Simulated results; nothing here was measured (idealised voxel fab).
The name of this process module is voxel capacitor over wiring.
The width of the displayed cross-section, cut, is 235 nm; its cells are square, with a size of 5 nm.
When this document writes out a cross-section, it uses a grid of square cells and lists it as bands, beginning at the top and moving down, with a band standing for one or more rows of cells. Top, bottom (nm), then materials left to right with widths (nm); lone material tagged "everywhere" fills the whole band edge to edge; "blank" = empty space. Heights are measured from 0, the level below which the as-received wafer is all one material; the lowest band has no bottom and continues downward, written as in "0 -> down". Read "30->40" as a graded width: first number on top, second number at the bottom, same change between each pair of neighbouring rows. "nothing altered" means the step left every cell of the cross-section as it was. Unvented voids: empty space of 8 cells or more with no open way to the top, each as width x height at its distance from the left edge, in nm. Heads up: the bit after the settings on a step's line is the simulator's remark on that step. Regarding "overlay nm": on a step with a mask, it is the distance the mask lay to the right of its planned place; a negative value places it to the left.

This section lists the process steps that were planned
| 1 | RECEIVE,material Si |
| 2 | CONFORMAL_DEP,material SiO2,thk nm 15 |
| 3 | CONFORMAL_DEP,material SiN,thk nm 5 |
| 4 | DIRECTIONAL_DEP,material SiO2,thk nm 15 |
| 5 | DIRECTIONAL_DEP,material aC,thk nm 10 |
| 6 | PATTERN,tone open,mask id METAL_1,material resist,width nm 25,pitch nm 90,thk nm 30,overlay nm 0 |
| 7 | DIRECTIONAL_ETCH,etch materials aC,depth nm 10 |
| 8 | STRIP,etch materials resist |
| 9 | DIRECTIONAL_ETCH,etch materials SiO2,depth nm 15 |
| 10 | DIRECTIONAL_ETCH,etch materials SiN,depth nm 5 |
| 11 | STRIP,etch materials aC |
| 12 | CONFORMAL_DEP,material TiN,thk nm 5 |
| 13 | FILL_DEP,material Cu,thk nm 5 |
| 14 | CMP,height nm 35 |
| 15 | EPI,material Ru,thk nm 5 |
| 16 | FILL_DEP,material SiCN,thk nm 5 |
| 17 | DIRECTIONAL_DEP,material lowk,thk nm 15 |
| 18 | DIRECTIONAL_DEP,material aC,thk nm 10 |
| 19 | PATTERN,tone open,mask id PLUG_1,material resist,width nm 15,thk nm 30,overlay nm 0 |
| 20 | DIRECTIONAL_ETCH,etch materials aC,depth nm 10 |
| 21 | STRIP,etch materials resist |
| 22 | DIRECTIONAL_ETCH,etch materials lowk,depth nm 15 |
| 23 | DIRECTIONAL_ETCH,etch materials SiCN,depth nm 5 |
| 24 | STRIP,etch materials aC |
| 25 | EPI,material Ru,thk nm 10 |
| 26 | EPI,material Ru,thk nm 10 |
| 27 | DIRECTIONAL_DEP,material TiN,thk nm 5 |
| 28 | DIRECTIONAL_DEP,material Al2O3,thk nm 5 |
| 29 | DIRECTIONAL_DEP,material TiN,thk nm 10 |
| 30 | MASKED_ETCH,tone cover,mask id UPPER_PLATE,width nm 70,etch materials TiN,depth nm 10,overlay nm 0 |
| 31 | MASKED_ETCH,tone cover,mask id UPPER_PLATE,width nm 70,etch materials Al2O3,depth nm 5,overlay nm 0 |
| 32 | DIRECTIONAL_DEP,material aC,thk nm 15 |
| 33 | PATTERN,tone cover,mask id LOWER_PLATE,material resist,width nm 80,thk nm 35,overlay nm 0 |
| 34 | DIRECTIONAL_ETCH,etch materials aC,depth nm 15 |
| 35 | STRIP,etch materials resist |
| 36 | DIRECTIONAL_ETCH,etch materials TiN,depth nm 5 |
| 37 | STRIP,etch materials aC |
| 38 | FILL_DEP,material SiO2,thk nm 15 |
| 39 | CMP,height nm 90 |
| 40 | DIRECTIONAL_DEP,material aC,thk nm 15 |
| 41 | PATTERN,tone open,mask id PLUG_2,material resist,width nm 15,thk nm 35,overlay nm 0 |
| 42 | DIRECTIONAL_ETCH,etch materials aC,depth nm 15 |
| 43 | STRIP,etch materials resist |
| 44 | DIRECTIONAL_ETCH,etch materials SiO2,depth nm 10 |
| 45 | STRIP,etch materials aC |
| 46 | CONFORMAL_DEP,material TiN,thk nm 5 |
| 47 | FILL_DEP,material Ru,thk nm 5 |
| 48 | CMP,height nm 90 |
| 49 | CONFORMAL_DEP,material SiCN,thk nm 5 |

Cross-section of the wafer upon arrival, representing the state reached after step 1
0 -> down: Si everywhere
Unvented voids: none

Wafer cross-section at module end: first of two, run to plan
95 -> 90: SiCN everywhere
90 -> 85: SiO2 (80)  TiN (5)  Ru (5)  TiN (5)  SiO2 (140)
85 -> 80: SiO2 (80)  TiN (15)  SiO2 (140)
80 -> 70: SiO2 (70)  TiN (70)  SiO2 (95)
70 -> 65: SiO2 (70)  Al2O3 (70)  SiO2 (95)
65 -> 60: SiO2 (65)  TiN (80)  SiO2 (90)
60 -> 45: lowk (70)  Ru (15)  lowk (150)
45 -> 40: SiCN (70)  Ru (15)  SiCN (150)
40 -> 35: SiCN (55)  Ru (35)  SiCN (55)  Ru (35)  SiCN (55)
35 -> 20: SiO2 (60)  TiN (5)  Cu (15)  TiN (5)  SiO2 (65)  TiN (5)  Cu (15)  TiN (5)  SiO2 (60)
20 -> 15: SiN (60)  TiN (25)  SiN (65)  TiN (25)  SiN (60)
15 -> 0: SiO2 everywhere
0 -> down: Si everywhere
Unvented voids: none

Cross-section of the latter of the two wafers at module completion. It had an identical start and an identical plan to the former; in running it, one mistake was made
95 -> 90: SiCN everywhere
90 -> 85: SiO2 (80)  TiN (5)  Ru (5)  TiN (5)  SiO2 (140)
85 -> 80: SiO2 (80)  TiN (15)  SiO2 (140)
80 -> 75: SiO2 (70)  Al2O3 (70)  SiO2 (95)
75 -> 70: SiO2 (65)  TiN (80)  SiO2 (90)
70 -> 60: TiN everywhere
60 -> 45: lowk (70)  Ru (15)  lowk (150)
45 -> 40: SiCN (70)  Ru (15)  SiCN (150)
40 -> 35: SiCN (55)  Ru (35)  SiCN (55)  Ru (35)  SiCN (55)
35 -> 20: SiO2 (60)  TiN (5)  Cu (15)  TiN (5)  SiO2 (65)  TiN (5)  Cu (15)  TiN (5)  SiO2 (60)
20 -> 15: SiN (60)  TiN (25)  SiN (65)  TiN (25)  SiN (60)
15 -> 0: SiO2 everywhere
0 -> down: Si everywhere
Unvented voids: none
Plan not followed: steps 28 and 29 swapped
Wrapping up, a cell-based count of both wafers puts the second over or under the first for these materials: SiO2: 66 fewer; TiN: 66 more
